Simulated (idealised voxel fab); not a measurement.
You're looking at the process module voxel self aligned contacts.
This is section cut - it's 195 nm across, gridded in 5 nm square cells.
Cross-sections here: square-cell grids, written as top-down lists of bands, a band being one or more rows of cells.
Top height, bottom height, nm. Materials left to right, width each, nm. Single material + "all across" = fills band edge to edge. "empty" = empty.
Convention: height 0 is the level below which the wafer, as received, is all one material. The lowest band does not terminate at the bottom but continues downward, represented as "0..down".
With a width like "30..40", each row of cells in the band differs from the next by the same amount, the top row carrying the first number and the bottom row the second.
Any step labelled "no modification" changed none of the cells in the cross-section.
If an empty space has no open way to the top and is at least 8 cells in size, "Sealed-off cavities" lists it, written width x height at distance, where distance is measured from the left edge and every value is in nm.
Step line, after settings: the simulator's comment on this step.
The line of a step may include "overlay nm". On a step with a mask, this value is how far to the right of its planned place the mask lay. A negative value means the mask lay to the left.
### The process steps that were planned are listed below
step 1: RECEIVE (material Si)
step 2: OXIDIZE (depth nm 5)
step 3: DIRECTIONAL_DEP (material polySi; thk nm 20)
step 4: DIRECTIONAL_DEP (material SiN; thk nm 20)
step 5: MASKED_ETCH (tone cover; mask id GATE; width nm 35; pitch nm 65; etch materials SiN; depth nm 20; overlay nm 0)
step 6: MASKED_ETCH (tone cover; mask id GATE; width nm 35; pitch nm 65; etch materials polySi; depth nm 20; overlay nm 0)
step 7: CONFORMAL_DEP (material SiN; thk nm 5)
step 8: DIRECTIONAL_ETCH (etch materials SiN; depth nm 5)
step 9: FILL_DEP (material SiO2; thk nm 20)
step 10: CMP (height nm 50)
step 11: MASKED_ETCH (tone open; mask id CONTACT; width nm 50; etch materials SiO2; depth nm 55; overlay nm 0)
step 12: CONFORMAL_DEP (material TiN; thk nm 5)
step 13: FILL_DEP (material W; thk nm 10)
step 14: CMP (height nm 50)
step 15: CONFORMAL_DEP (material SiCN; thk nm 5)
### Wafer at receipt (post step 1), cross-section
  0..down  Si all across
  Sealed-off cavities: none
### What the wafer looks like in cross-section after this module, when it starts as shown above and follows the plan above but one mistake is made in running it
  55..50  SiCN all across
  50..45  70 nm SiO2  5 nm TiN  40 nm W  5 nm TiN  75 nm SiO2
  45..40  70 nm SiO2  50 nm TiN  75 nm SiO2
  40..20  50 nm SiN  20 nm SiO2  5 nm TiN  40 nm SiN  5 nm TiN  20 nm SiO2  55 nm SiN
  20..0  polySi all across
  0..-5  SiO2 all across
  -5..down  Si all across
  Sealed-off cavities: none
Run error: the process deviated at step 5: the operation and settings actually run there were MASKED_ETCH (tone open; mask id GATE; width nm 35; pitch nm 65; etch materials SiN; depth nm 20; overlay nm 0)
